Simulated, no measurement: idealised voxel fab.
process module | voxel gate over fins
cross-section cut | 220 nm wide | cells 5 nm
A cross-section is a grid of square cells, given in bands from the top down. A band is one or more rows of cells.
Each band's line starts with the height of the band's top and of its bottom, in nm. Then come its materials from left to right, each with its width in nm. One material with "throughout" fills the band from edge to edge. "air" is empty space.
Height 0 is the level under which the wafer as received is all one material. The lowest band goes on downwards, as in "0 down".
A width such as "30 to 40" changes by the same amount from each row of cells to the next, from the band's top row to its bottom row.
"no change" after a step means that no cell of the cross-section changed.
closed voids: empty space of 8 cells or more with no open way to the top, each as width x height at its distance from the left edge, in nm
after a step's settings: what the simulator itself notes on the step
overlay nm, on a step with a mask: how far to the right of its planned place the mask lay; to the left if negative
plan
1 op RECEIVE | material Si
2 op CONFORMAL_DEP | material SiN | thk nm 10
3 op PATTERN | tone cover | mask id FINS | material resist | width nm 15 | pitch nm 45 | thk nm 15 | overlay nm 0
4 op DIRECTIONAL_ETCH | etch materials SiN | depth nm 10
5 op DIRECTIONAL_ETCH | etch materials Si | depth nm 40
6 op STRIP | etch materials resist
7 op FILL_DEP | material SiO2 | thk nm 15
8 op CMP | height nm 10
9 op SELECTIVE_ETCH | etch materials SiO2 | depth nm 20
10 op STRIP | etch materials SiN
11 op CONFORMAL_DEP | material HfO2 | thk nm 5
12 op CONFORMAL_DEP | material TiN | thk nm 5
13 op CONFORMAL_DEP | material TiAl | thk nm 5
14 op CONFORMAL_DEP | material TiN | thk nm 5
15 op FILL_DEP | material W | thk nm 15
16 op CMP | height nm 30
17 op CONFORMAL_DEP | material SiCN | thk nm 10
as received, after step 1
  0 down: Si throughout
  closed voids: none
first wafer at the end, as planned
  40 to 30: SiCN throughout
  30 to 20: W throughout
  20 to 15: W 15 | TiN 190 | W 15
  15 to 10: W 15 | TiN 5 | TiAl 180 | TiN 5 | W 15
  10 to 5: TiN 20 | TiAl 5 | TiN 35 | TiAl 10 | TiN 35 | TiAl 10 | TiN 35 | TiAl 10 | TiN 35 | TiAl 5 | TiN 20
  5 to 0: TiAl 25 | TiN 5 | HfO2 25 | TiN 5 | TiAl 10 | TiN 5 | HfO2 25 | TiN 5 | TiAl 10 | TiN 5 | HfO2 25 | TiN 5 | TiAl 10 | TiN 5 | HfO2 25 | TiN 5 | TiAl 25
  0 to -5: TiN 30 | HfO2 5 | Si 15 | HfO2 5 | TiN 20 | HfO2 5 | Si 15 | HfO2 5 | TiN 20 | HfO2 5 | Si 15 | HfO2 5 | TiN 20 | HfO2 5 | Si 15 | HfO2 5 | TiN 30
  -5 to -10: HfO2 35 | Si 15 | HfO2 30 | Si 15 | HfO2 30 | Si 15 | HfO2 30 | Si 15 | HfO2 35
  -10 to -40: SiO2 35 | Si 15 | SiO2 30 | Si 15 | SiO2 30 | Si 15 | SiO2 30 | Si 15 | SiO2 35
  -40 down: Si throughout
  closed voids: none
second wafer at the end: like start, like plan, one mistake
  40 to 30: SiCN throughout
  30 to 20: W throughout
  20 to 15: TiN throughout
  15 to 10: TiAl throughout
  10 to 5: TiN throughout
  5 to 0: HfO2 40 | TiN 5 | HfO2 40 | TiN 5 | HfO2 40 | TiN 5 | HfO2 40 | TiN 5 | HfO2 40
  0 to -5: Si 35 | HfO2 5 | TiN 5 | HfO2 5 | Si 30 | HfO2 5 | TiN 5 | HfO2 5 | Si 30 | HfO2 5 | TiN 5 | HfO2 5 | Si 30 | HfO2 5 | TiN 5 | HfO2 5 | Si 35
  -5 to -10: Si 35 | HfO2 15 | Si 30 | HfO2 15 | Si 30 | HfO2 15 | Si 30 | HfO2 15 | Si 35
  -10 to -40: Si 35 | SiO2 15 | Si 30 | SiO2 15 | Si 30 | SiO2 15 | Si 30 | SiO2 15 | Si 35
  -40 down: Si throughout
  closed voids: none
what went wrong: step 3 ran as: op PATTERN | tone open | mask id FINS | material resist | width nm 15 | pitch nm 45 | thk nm 15 | overlay nm 0
at the end the second wafer has, in cells: 160 more of Si | 120 fewer of SiO2 | 16 fewer of TiAl | 12 fewer of TiN | 12 fewer of W
